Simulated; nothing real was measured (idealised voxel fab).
process module | voxel transistor to metal
cross-section cut | 150 nm wide | cells 5 nm
A cross-section is a grid of square cells, given in bands from the top down. A band is one or more rows of cells.
Each band's line starts with the height of the band's top and of its bottom, in nm. Then come its materials from left to right, each with its width in nm. One material with "throughout" fills the band from edge to edge. "air" is empty space.
Height 0 is the level under which the wafer as received is all one material. The lowest band goes on downwards, as in "0 down".
A width such as "30 to 40" changes by the same amount from each row of cells to the next, from the band's top row to its bottom row.
"no change" after a step means that no cell of the cross-section changed.
closed voids: empty space of 8 cells or more with no open way to the top, each as width x height at its distance from the left edge, in nm
after a step's settings: what the simulator itself notes on the step
overlay nm, on a step with a mask: how far to the right of its planned place the mask lay; to the left if negative
plan
1 op RECEIVE | material Si
2 op OXIDIZE | depth nm 5
3 op CONFORMAL_DEP | material SiN | thk nm 10
4 op MASKED_ETCH | tone cover | mask id ACTIVE | width nm 115 | etch materials SiN | depth nm 10 | overlay nm 0
5 op MASKED_ETCH | tone cover | mask id ACTIVE | width nm 115 | etch materials SiO2 | depth nm 5 | overlay nm 0
6 op MASKED_ETCH | tone cover | mask id ACTIVE | width nm 115 | etch materials Si | depth nm 25 | overlay nm 0
7 op OXIDIZE | depth nm 5
8 op FILL_DEP | material SiO2 | thk nm 10
9 op CMP | height nm 10
10 op SELECTIVE_ETCH | etch materials SiO2 | depth nm 5
11 op STRIP | etch materials SiN
12 op SELECTIVE_ETCH | etch materials SiO2 | depth nm 5
13 op OXIDIZE | depth nm 5
14 op DIRECTIONAL_DEP | material polySi | thk nm 30
15 op DIRECTIONAL_DEP | material SiCN | thk nm 15
16 op DIRECTIONAL_DEP | material aC | thk nm 15
17 op PATTERN | tone cover | mask id GATE | material resist | width nm 25 | thk nm 35 | overlay nm 0
18 op DIRECTIONAL_ETCH | etch materials aC | depth nm 15
19 op STRIP | etch materials resist
20 op DIRECTIONAL_ETCH | etch materials SiCN | depth nm 25
21 op DIRECTIONAL_ETCH | etch materials polySi | depth nm 40
22 op STRIP | etch materials aC
23 op CONFORMAL_DEP | material SiN | thk nm 5
24 op DIRECTIONAL_ETCH | etch materials SiN | depth nm 5
25 op DIRECTIONAL_ETCH | etch materials SiO2 | depth nm 5
26 op EPI | material nSi | thk nm 5
27 op FILL_DEP | material SiO2 | thk nm 10
28 op CMP | height nm 25
29 op STRIP | etch materials polySi
30 op SELECTIVE_ETCH | etch materials SiO2 | depth nm 5
31 op CONFORMAL_DEP | material HfO2 | thk nm 5
32 op CONFORMAL_DEP | material TiN | thk nm 5
33 op FILL_DEP | material W | thk nm 5
34 op CMP | height nm 20
35 op DIRECTIONAL_DEP | material SiO2 | thk nm 10
36 op DIRECTIONAL_DEP | material aC | thk nm 10
37 op PATTERN | tone open | mask id CONTACT | material resist | width nm 20 | pitch nm 85 | thk nm 25 | overlay nm 0
38 op DIRECTIONAL_ETCH | etch materials aC | depth nm 10
39 op STRIP | etch materials resist
40 op DIRECTIONAL_ETCH | etch materials SiO2 | depth nm 35
41 op STRIP | etch materials aC
42 op CONFORMAL_DEP | material TiN | thk nm 5
43 op FILL_DEP | material W | thk nm 10
44 op CMP | height nm 30
45 op DIRECTIONAL_DEP | material TiN | thk nm 5
46 op DIRECTIONAL_DEP | material W | thk nm 15
47 op DIRECTIONAL_DEP | material aC | thk nm 15
48 op PATTERN | tone cover | mask id METAL_1 | material resist | width nm 15 | pitch nm 85 | thk nm 30 | overlay nm 0
49 op DIRECTIONAL_ETCH | etch materials aC | depth nm 15
50 op STRIP | etch materials resist
51 op DIRECTIONAL_ETCH | etch materials W | depth nm 15
52 op DIRECTIONAL_ETCH | etch materials TiN | depth nm 5
53 op STRIP | etch materials aC
54 op CONFORMAL_DEP | material SiCN | thk nm 5
55 op FILL_DEP | material lowk | thk nm 10
56 op CMP | height nm 50
57 op CONFORMAL_DEP | material SiCN | thk nm 5
58 op DIRECTIONAL_DEP | material lowk | thk nm 35
59 op PATTERN | tone open | mask id METAL_2 | material resist | width nm 20 | pitch nm 85 | thk nm 20 | overlay nm 0
60 op DIRECTIONAL_ETCH | etch materials lowk | depth nm 20
61 op STRIP | etch materials resist
62 op DIRECTIONAL_DEP | material aC | thk nm 15
63 op PATTERN | tone open | mask id METAL_2_HOLES | material resist | width nm 15 | pitch nm 85 | thk nm 35 | overlay nm 0
64 op DIRECTIONAL_ETCH | etch materials aC | depth nm 15
65 op STRIP | etch materials resist
66 op DIRECTIONAL_ETCH | etch materials lowk | depth nm 15
67 op DIRECTIONAL_ETCH | etch materials SiCN | depth nm 5
68 op STRIP | etch materials aC
69 op CONFORMAL_DEP | material TiN | thk nm 5
70 op FILL_DEP | material Cu | thk nm 10
71 op CMP | height nm 90
72 op CONFORMAL_DEP | material SiCN | thk nm 5
varied across the wafers: width nm of step 48. The plan shows the first wafer's value. All wafers start alike
first wafer as received, after step 1
  0 down: Si throughout
  closed voids: none
each wafer at the end: cells of each material gained (+) or lost (-) since it was received, then its closed voids
width nm 15 | +20 Cu | +17 HfO2 | -105 Si | +90 SiCN | +12 SiN | +169 SiO2 | +85 TiN | +46 W | +220 lowk | +16 nSi | closed voids: none
width nm 20 | +20 Cu | +17 HfO2 | -105 Si | +88 SiCN | +12 SiN | +169 SiO2 | +87 TiN | +52 W | +214 lowk | +16 nSi | closed voids: none
width nm 25 | +20 Cu | +17 HfO2 | -105 Si | +86 SiCN | +12 SiN | +169 SiO2 | +89 TiN | +58 W | +208 lowk | +16 nSi | closed voids: none
width nm 30 | +20 Cu | +17 HfO2 | -105 Si | +84 SiCN | +12 SiN | +169 SiO2 | +91 TiN | +64 W | +202 lowk | +16 nSi | closed voids: none
width nm 35 | +20 Cu | +17 HfO2 | -105 Si | +82 SiCN | +12 SiN | +169 SiO2 | +93 TiN | +70 W | +196 lowk | +16 nSi | closed voids: none
